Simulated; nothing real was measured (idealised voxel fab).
process module | voxel ribs on slabs
cross-section cut | 240 nm wide | cells 5 nm
A cross-section is a grid of square cells, given in bands from the top down. A band is one or more rows of cells.
Each band's line starts with the height of the band's top and of its bottom, in nm. Then come its materials from left to right, each with its width in nm. One material with "throughout" fills the band from edge to edge. "air" is empty space.
Height 0 is the level under which the wafer as received is all one material. The lowest band goes on downwards, as in "0 down".
A width such as "30 to 40" changes by the same amount from each row of cells to the next, from the band's top row to its bottom row.
"no change" after a step means that no cell of the cross-section changed.
closed voids: empty space of 8 cells or more with no open way to the top, each as width x height at its distance from the left edge, in nm
after a step's settings: what the simulator itself notes on the step
overlay nm, on a step with a mask: how far to the right of its planned place the mask lay; to the left if negative
plan
1 op RECEIVE | material Si
2 op DIRECTIONAL_DEP | material SiO2 | thk nm 30
3 op DIRECTIONAL_DEP | material SiN | thk nm 20
4 op MASKED_ETCH | tone cover | mask id RIB | width nm 30 | etch materials SiN | depth nm 10 | overlay nm 0
5 op PATTERN | tone cover | mask id SLAB | material resist | width nm 60 | thk nm 20 | overlay nm 0
6 op DIRECTIONAL_ETCH | etch materials SiN | depth nm 10
7 op STRIP | etch materials resist
8 op FILL_DEP | material SiO2 | thk nm 20
9 op CMP | height nm 60
10 op DIRECTIONAL_DEP | material TiN | thk nm 10
11 op MASKED_ETCH | tone cover | mask id HEATER | width nm 40 | etch materials TiN | depth nm 10 | overlay nm 0
12 op CONFORMAL_DEP | material SiO2 | thk nm 5
first wafer, as planned
as received, after step 1
  0 down: Si throughout
  closed voids: none
after step 2
  30 to 0: SiO2 throughout
  below 0: unchanged
after step 3
  50 to 30: SiN throughout
  below 30: unchanged
after step 4
  50 to 40: air 105 | SiN 30 | air 105
  below 40: unchanged
after step 5
  70 to 50: air 90 | resist 60 | air 90
  50 to 40: air 90 | resist 15 | SiN 30 | resist 15 | air 90
  below 40: unchanged
after step 6
  70 to 50: air 90 | resist 60 | air 90
  50 to 40: air 90 | resist 15 | SiN 30 | resist 15 | air 90
  40 to 30: air 90 | SiN 60 | air 90
  below 30: unchanged
after step 7
  50 to 40: air 105 | SiN 30 | air 105
  below 40: unchanged
after step 8
  70 to 50: SiO2 throughout
  50 to 40: SiO2 105 | SiN 30 | SiO2 105
  40 to 30: SiO2 90 | SiN 60 | SiO2 90
  below 30: unchanged
after step 9
  60 to 50: SiO2 throughout
  below 50: unchanged
after step 10
  70 to 60: TiN throughout
  below 60: unchanged
after step 11
  70 to 60: air 100 | TiN 40 | air 100
  below 60: unchanged
after step 12
  75 to 70: air 95 | SiO2 50 | air 95
  70 to 65: air 95 | SiO2 5 | TiN 40 | SiO2 5 | air 95
  65 to 60: SiO2 100 | TiN 40 | SiO2 100
  below 60: unchanged
second wafer: like start, like plan, one mistake. Through step 1 it matches the first wafer
when step 2 should have ended
  20 to 0: SiN throughout
  below 0: unchanged
when step 3 should have ended
  50 to 20: SiO2 throughout
  below 20: unchanged
when step 4 should have ended: no change
when step 5 should have ended
  70 to 50: air 90 | resist 60 | air 90
  below 50: unchanged
when step 6 should have ended: no change
when step 7 should have ended
  50 to 20: SiO2 throughout
  below 20: unchanged
when step 8 should have ended
  70 to 20: SiO2 throughout
  below 20: unchanged
when step 9 should have ended
  60 to 20: SiO2 throughout
  below 20: unchanged
when step 10 should have ended
  70 to 60: TiN throughout
  below 60: unchanged
when step 11 should have ended
  70 to 60: air 100 | TiN 40 | air 100
  below 60: unchanged
when step 12 should have ended
  75 to 70: air 95 | SiO2 50 | air 95
  70 to 65: air 95 | SiO2 5 | TiN 40 | SiO2 5 | air 95
  65 to 60: SiO2 100 | TiN 40 | SiO2 100
  below 60: unchanged
what went wrong: steps 2 and 3 were swapped
at the end the second wafer has, in cells: 156 more of SiN | 156 fewer of SiO2
